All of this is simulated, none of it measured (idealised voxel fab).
You're looking at the process module voxel released beams.
This is section cut - it's 190 nm across, gridded in 5 nm square cells.
We lay out every cross-section as a grid of square cells and spell it out in bands from the top down, where one band means one or more rows of cells. A band entry consists of two parts. The first gives the height of the band's top and the height of its bottom, in nm. The rest lists the band's materials from left to right, each with its width in nm. A single material labelled with the word "throughout" fills the band from edge to edge, and the word "empty" marks empty space. Zero point of the height axis is 0; under it, received wafer = one material. Lowest band: continues down indefinitely, "0 down". When a width is written as two numbers, as in "30..40", the first number is the width in the top row of cells of the band and the second is the width in its bottom row, and the width changes by the same amount from each row to the next. The designation "nothing altered", where it is given for a processing step, indicates that no cell of the cross-section was altered in the course of that step. This entry, "Closed voids list", enumerates those empty regions of no fewer than 8 cells that possess no open connection to the top. Each region is reported in the form width x height at distance, the distance being taken from the left edge, with all three quantities expressed in nm. That trailing text on a step's line, after the settings, is the simulator's own remark on the step. The line of a step may include "overlay nm". On a step with a mask, this value is how far to the right of its planned place the mask lay. A negative value means the mask lay to the left.
**The steps planned for the process are as follows**
step 1: RECEIVE,material Si
step 2: CONFORMAL_DEP,material Al2O3,thk nm 5
step 3: DIRECTIONAL_DEP,material SiO2,thk nm 20
step 4: MASKED_ETCH,tone open,mask id ANCHOR,width nm 35,etch materials SiO2,depth nm 20,overlay nm 0
step 5: CONFORMAL_DEP,material W,thk nm 15
step 6: MASKED_ETCH,tone cover,mask id BEAM,width nm 90,etch materials W,depth nm 15,overlay nm 0
step 7: STRIP,etch materials SiO2
**Incoming wafer in cross-section (state: after step 1)**
  0 down  Si throughout
  Closed voids list: none
**Post-module cross-section of the first of two wafers (run per plan)**
  40 to 25  empty 45; W 20; empty 5; W 65; empty 55
  25 to 20  empty 50; W 15; empty 5; W 15; empty 105
  20 to 5  empty 50; W 35; empty 105
  5 to 0  Al2O3 throughout
  0 down  Si throughout
  Closed voids list: none
**The second wafer, shown in cross-section after the module: started the same way as the first and given the same plan, yet one mistake crept into how it was run**
  35 to 20  empty 45; W 20; empty 5; W 65; empty 55
  20 to 15  empty 50; W 15; empty 5; W 15; empty 105
  15 to 0  empty 50; W 35; empty 105
  0 down  Si throughout
  Closed voids list: none
So what did we get wrong on this run? step 2 of the plan was bypassed and not carried out
Looking at both finished wafers in cells, the second ends up ahead of or behind the first on some materials: Al2O3: 38 fewer
